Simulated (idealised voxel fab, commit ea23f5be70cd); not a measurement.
The following is a process module called voxel self aligned contacts.
The figure presents cross-section cut, which has a width of 185 nm and is divided into square cells with an edge length of 5 nm.
Cross-sections here: square-cell grids, written as top-down lists of bands, a band being one or more rows of cells. Read a band's entry like this: the first values are the height of its top and the height of its bottom in nm, and what follows is the sequence of materials from left to right, each with its width in nm. Note that "blank" is empty space, and that a single material marked "everywhere" reaches across the band from edge to edge. Heights are reckoned from 0. Under this level, the received wafer is all of one material. The bottommost band is open-ended downward, for example "0..down". You'd read "30 to 40" like this: the band's top row of cells is as wide as the first number, its bottom row is as wide as the second, and going down, every row changes width by the same amount as the row before did. "all unchanged" means the step left every cell of the cross-section as it was. So "Closed void listing" is basically the list of trapped voids: any empty space of 8 cells or more that can't reach the top through an opening. They're written width x height at distance, the distance being from the left edge, and it's all nm. Where a step's line continues beyond its settings, the continuation is a remark by the simulator itself on that step. "overlay nm", when on a step's line for a step with a mask, measures how far to the right of its planned place the mask lay; a negative measure means to the left.
BELOW IS THE LIST OF PLANNED PROCESS STEPS
- 1: RECEIVE (material Si)
- 2: CONFORMAL_DEP (material SiO2; thk nm 5)
- 3: DIRECTIONAL_DEP (material polySi; thk nm 25)
- 4: DIRECTIONAL_DEP (material SiN; thk nm 15)
- 5: PATTERN (tone cover; mask id GATE; material resist; width nm 25; pitch nm 50; thk nm 20; overlay nm 0)
- 6: DIRECTIONAL_ETCH (etch materials SiN; depth nm 15)
- 7: DIRECTIONAL_ETCH (etch materials polySi; depth nm 25)
- 8: STRIP (etch materials resist)
- 9: CONFORMAL_DEP (material SiN; thk nm 5)
- 10: DIRECTIONAL_ETCH (etch materials SiN; depth nm 5)
- 11: FILL_DEP (material SiO2; thk nm 20)
- 12: CMP (height nm 55)
- 13: PATTERN (tone open; mask id CONTACT; material resist; width nm 35; thk nm 15; overlay nm 0)
- 14: DIRECTIONAL_ETCH (etch materials SiO2; depth nm 55)
- 15: STRIP (etch materials resist)
- 16: CONFORMAL_DEP (material TiN; thk nm 5)
- 17: FILL_DEP (material W; thk nm 10)
- 18: CMP (height nm 55)
- 19: CONFORMAL_DEP (material SiN; thk nm 5)
SHOWN IN CROSS-SECTION IS THE WAFER AS RECEIVED, THAT IS, AS IT STANDS AFTER STEP 1
  0..down = Si everywhere
  Closed void listing: none
ONE MISTAKE IN RUNNING THE MODULE, OTHERWISE START AND PLAN AS ABOVE: CROSS-SECTION AT THE END
  60..55 = SiN everywhere
  55..45 = SiO2 (75), TiN (5), W (25), TiN (5), SiO2 (75)
  45..40 = SiO2 (75), TiN (15), W (5), TiN (15), SiO2 (75)
  40..25 = SiO2 (50), SiN (35), TiN (5), W (5), TiN (5), SiN (35), SiO2 (50)
  25..5 = SiO2 (50), SiN (5), polySi (25), SiN (5), TiN (5), W (5), TiN (5), SiN (5), polySi (25), SiN (5), SiO2 (50)
  5..0 = SiO2 (50), SiN (5), polySi (25), SiN (5), TiN (15), SiN (5), polySi (25), SiN (5), SiO2 (50)
  0..down = Si everywhere
  Closed void listing: none
Where did the run depart from the plan? step 2 of the plan was omitted and not executed
